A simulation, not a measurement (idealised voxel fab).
process module | voxel self aligned vias
cross-section cut | 195 nm wide | cells 5 nm
A cross-section is a grid of square cells, given in bands from the top down. A band is one or more rows of cells.
Each band's line starts with the height of the band's top and of its bottom, in nm. Then come its materials from left to right, each with its width in nm. One material with "throughout" fills the band from edge to edge. "air" is empty space.
Height 0 is the level under which the wafer as received is all one material. The lowest band goes on downwards, as in "0 down".
A width such as "30 to 40" changes by the same amount from each row of cells to the next, from the band's top row to its bottom row.
"no change" after a step means that no cell of the cross-section changed.
closed voids: empty space of 8 cells or more with no open way to the top, each as width x height at its distance from the left edge, in nm
after a step's settings: what the simulator itself notes on the step
overlay nm, on a step with a mask: how far to the right of its planned place the mask lay; to the left if negative
plan
1 op RECEIVE | material Si
2 op CONFORMAL_DEP | material SiO2 | thk nm 10
3 op CONFORMAL_DEP | material SiCN | thk nm 5
4 op DIRECTIONAL_DEP | material SiO2 | thk nm 30
5 op MASKED_ETCH | tone open | mask id LINES | width nm 20 | pitch nm 60 | etch materials SiO2 | depth nm 30 | overlay nm 0
6 op CONFORMAL_DEP | material TiN | thk nm 5
7 op FILL_DEP | material Ru | thk nm 10
8 op CMP | height nm 45
9 op SELECTIVE_ETCH | etch materials W Ru TiN | depth nm 5
10 op FILL_DEP | material SiN | thk nm 5
11 op CMP | height nm 45
12 op DIRECTIONAL_DEP | material SiO2 | thk nm 20
13 op DIRECTIONAL_DEP | material aC | thk nm 10
14 op PATTERN | tone open | mask id VIAS | material resist | width nm 40 | pitch nm 60 | thk nm 30 | overlay nm 0
15 op DIRECTIONAL_ETCH | etch materials aC | depth nm 10
16 op STRIP | etch materials resist
17 op DIRECTIONAL_ETCH | etch materials SiO2 | depth nm 20
18 op DIRECTIONAL_ETCH | etch materials SiN | depth nm 5
19 op STRIP | etch materials aC
20 op CONFORMAL_DEP | material TiN | thk nm 5
21 op FILL_DEP | material W | thk nm 10
22 op CMP | height nm 65
23 op CONFORMAL_DEP | material SiCN | thk nm 5
as received, after step 1
  0 down: Si throughout
  closed voids: none
first wafer at the end, as planned
  70 to 65: SiCN throughout
  65 to 50: SiO2 45 | TiN 5 | W 30 | TiN 5 | SiO2 20 | TiN 5 | W 30 | TiN 5 | SiO2 50
  50 to 45: SiO2 45 | TiN 15 | W 10 | TiN 15 | SiO2 20 | TiN 15 | W 10 | TiN 15 | SiO2 50
  45 to 40: SiO2 55 | TiN 20 | SiO2 40 | TiN 20 | SiO2 60
  40 to 20: SiO2 55 | TiN 5 | Ru 10 | TiN 5 | SiO2 40 | TiN 5 | Ru 10 | TiN 5 | SiO2 60
  20 to 15: SiO2 55 | TiN 20 | SiO2 40 | TiN 20 | SiO2 60
  15 to 10: SiCN throughout
  10 to 0: SiO2 throughout
  0 down: Si throughout
  closed voids: none
second wafer at the end: like start, like plan, one mistake
  70 to 65: SiCN throughout
  65 to 50: SiO2 45 | TiN 5 | W 35 | TiN 5 | SiO2 15 | TiN 5 | W 35 | TiN 5 | SiO2 45
  50 to 45: SiO2 45 | TiN 15 | W 10 | TiN 20 | SiO2 15 | TiN 15 | W 10 | TiN 20 | SiO2 45
  45 to 40: SiO2 55 | TiN 20 | SiO2 40 | TiN 20 | SiO2 60
  40 to 20: SiO2 55 | TiN 5 | Ru 10 | TiN 5 | SiO2 40 | TiN 5 | Ru 10 | TiN 5 | SiO2 60
  20 to 15: SiO2 55 | TiN 20 | SiO2 40 | TiN 20 | SiO2 60
  15 to 10: SiCN throughout
  10 to 0: SiO2 throughout
  0 down: Si throughout
  closed voids: none
what went wrong: step 14 ran as: op PATTERN | tone open | mask id VIAS | material resist | width nm 45 | pitch nm 60 | thk nm 30 | overlay nm 0
at the end the second wafer has, in cells: 8 fewer of SiO2 | 2 more of TiN | 6 more of W
